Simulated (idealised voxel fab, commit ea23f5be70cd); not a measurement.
Documented hereafter: the process module known as voxel spacer lines.
It is cross-section cut that appears here, measuring 300 nm in width, its square cells being 5 nm in size.
We lay out every cross-section as a grid of square cells and spell it out in bands from the top down, where one band means one or more rows of cells.
What a band's entry tells you: where the top is and where the bottom is, as heights in nm, and after that what lies inside, material by material from left to right, each with its width in nm. Empty space is written as the word "air", and a single material marked with the word "edge to edge" occupies the band from edge to edge.
Height 0 is the level under which the wafer as received is all one material. The lowest band goes on downwards, as in "z 0 and below".
So if you see something like "30->40" for the width, read it as the top row of the band sitting at the first number and the bottom row at the second, with every row in between moving by the same amount as the last.
A step reported as "nothing got changed" is a step in which no cell of the cross-section changed.
Entry "Sealed internal cavities" = empty spaces >= 8 cells with no open way to the top; each as width x height at distance, distance from left edge, all nm.
Where a step's line continues beyond its settings, the continuation is a remark by the simulator itself on that step.
overlay nm: on a step with a mask, how far right of its planned place the mask lay; negative means left.

Set out below are the planned steps of the process:
1) RECEIVE,material Si
2) CONFORMAL_DEP,material Al2O3,thk nm 5
3) DIRECTIONAL_DEP,material polySi,thk nm 20
4) DIRECTIONAL_DEP,material aC,thk nm 20
5) PATTERN,tone cover,mask id MANDREL,material resist,width nm 25,pitch nm 80,thk nm 25,overlay nm 0
6) DIRECTIONAL_ETCH,etch materials aC,depth nm 20
7) STRIP,etch materials resist
8) CONFORMAL_DEP,material SiN,thk nm 15
9) DIRECTIONAL_ETCH,etch materials SiN,depth nm 15
10) STRIP,etch materials aC
11) DIRECTIONAL_ETCH,etch materials polySi,depth nm 20
12) STRIP,etch materials SiN
13) FILL_DEP,material SiO2,thk nm 5
14) CMP,height nm 25

Cross-section of the wafer upon arrival, representing the state reached after step 1:
> z 0 and below = Si edge to edge
> Sealed internal cavities: none

End-of-module cross-section of the first of two wafers, processed as planned:
> z 25 to 5 = 80 SiO2, 15 polySi, 25 SiO2, 15 polySi, 25 SiO2, 15 polySi, 25 SiO2, 15 polySi, 85 SiO2
> z 5 to 0 = Al2O3 edge to edge
> z 0 and below = Si edge to edge
> Sealed internal cavities: none

Now the second wafer, cross-sectioned at the end of the module. Nothing different at the start, nothing different in the plan compared with the first, just one mistake when it was actually run:
> z 25 to 20 = Al2O3 edge to edge
> z 20 to 0 = polySi edge to edge
> z 0 and below = Si edge to edge
> Sealed internal cavities: none
What was the processing mistake? the processing plan was not followed for steps 2 and 3, which were run with their positions exchanged
Bottom line after processing is that, in cells, the second wafer is up or down on some materials versus the first: -192 SiO2, +192 polySi
